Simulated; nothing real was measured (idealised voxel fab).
process module | voxel ribs on slabs
cross-section cut | 145 nm wide | cells 5 nm
A cross-section is a grid of square cells, given in bands from the top down. A band is one or more rows of cells.
Each band's line starts with the height of the band's top and of its bottom, in nm. Then come its materials from left to right, each with its width in nm. One material with "throughout" fills the band from edge to edge. "air" is empty space.
Height 0 is the level under which the wafer as received is all one material. The lowest band goes on downwards, as in "0 down".
A width such as "30 to 40" changes by the same amount from each row of cells to the next, from the band's top row to its bottom row.
"no change" after a step means that no cell of the cross-section changed.
closed voids: empty space of 8 cells or more with no open way to the top, each as width x height at its distance from the left edge, in nm
after a step's settings: what the simulator itself notes on the step
overlay nm, on a step with a mask: how far to the right of its planned place the mask lay; to the left if negative
plan
1 op RECEIVE | material Si
2 op DIRECTIONAL_DEP | material SiO2 | thk nm 25
3 op DIRECTIONAL_DEP | material polySi | thk nm 25
4 op PATTERN | tone cover | mask id RIB | material resist | width nm 20 | thk nm 15 | overlay nm 0
5 op DIRECTIONAL_ETCH | etch materials polySi | depth nm 15
6 op STRIP | etch materials resist
7 op MASKED_ETCH | tone cover | mask id SLAB | width nm 80 | etch materials polySi | depth nm 10 | overlay nm 0
8 op FILL_DEP | material SiO2 | thk nm 15
9 op CMP | height nm 60
10 op DIRECTIONAL_DEP | material TiN | thk nm 5
11 op PATTERN | tone cover | mask id HEATER | material resist | width nm 30 | thk nm 20 | overlay nm 0
12 op DIRECTIONAL_ETCH | etch materials TiN | depth nm 5
13 op STRIP | etch materials resist
14 op CONFORMAL_DEP | material SiN | thk nm 5
first wafer, as planned
as received, after step 1
  0 down: Si throughout
  closed voids: none
after step 2
  25 to 0: SiO2 throughout
  below 0: unchanged
after step 3
  50 to 25: polySi throughout
  below 25: unchanged
after step 4
  65 to 50: air 60 | resist 20 | air 65
  below 50: unchanged
after step 5
  65 to 50: air 60 | resist 20 | air 65
  50 to 35: air 60 | polySi 20 | air 65
  below 35: unchanged
after step 6
  50 to 35: air 60 | polySi 20 | air 65
  below 35: unchanged
after step 7
  50 to 35: air 60 | polySi 20 | air 65
  35 to 25: air 30 | polySi 80 | air 35
  below 25: unchanged
after step 8
  65 to 50: SiO2 throughout
  50 to 35: SiO2 60 | polySi 20 | SiO2 65
  35 to 25: SiO2 30 | polySi 80 | SiO2 35
  below 25: unchanged
after step 9
  60 to 50: SiO2 throughout
  below 50: unchanged
after step 10
  65 to 60: TiN throughout
  below 60: unchanged
after step 11
  85 to 65: air 55 | resist 30 | air 60
  below 65: unchanged
after step 12
  85 to 65: air 55 | resist 30 | air 60
  65 to 60: air 55 | TiN 30 | air 60
  below 60: unchanged
after step 13
  65 to 60: air 55 | TiN 30 | air 60
  below 60: unchanged
after step 14
  70 to 65: air 50 | SiN 40 | air 55
  65 to 60: SiN 55 | TiN 30 | SiN 60
  below 60: unchanged
second wafer: like start, like plan, one mistake. Through step 2 it matches the first wafer
when step 3 should have ended
  50 to 0: SiO2 throughout
  below 0: unchanged
when step 4 should have ended
  65 to 50: air 60 | resist 20 | air 65
  below 50: unchanged
when step 5 should have ended: no change
when step 6 should have ended
  50 to 0: SiO2 throughout
  below 0: unchanged
when step 7 should have ended: no change
when step 8 should have ended
  65 to 0: SiO2 throughout
  below 0: unchanged
when step 9 should have ended
  60 to 0: SiO2 throughout
  below 0: unchanged
when step 10 should have ended
  65 to 60: TiN throughout
  below 60: unchanged
when step 11 should have ended
  85 to 65: air 55 | resist 30 | air 60
  below 65: unchanged
when step 12 should have ended
  85 to 65: air 55 | resist 30 | air 60
  65 to 60: air 55 | TiN 30 | air 60
  below 60: unchanged
when step 13 should have ended
  65 to 60: air 55 | TiN 30 | air 60
  below 60: unchanged
when step 14 should have ended
  70 to 65: air 50 | SiN 40 | air 55
  65 to 60: SiN 55 | TiN 30 | SiN 60
  below 60: unchanged
what went wrong: step 3 ran as: op DIRECTIONAL_DEP | material SiO2 | thk nm 25
at the end the second wafer has, in cells: 44 more of SiO2 | 44 fewer of polySi
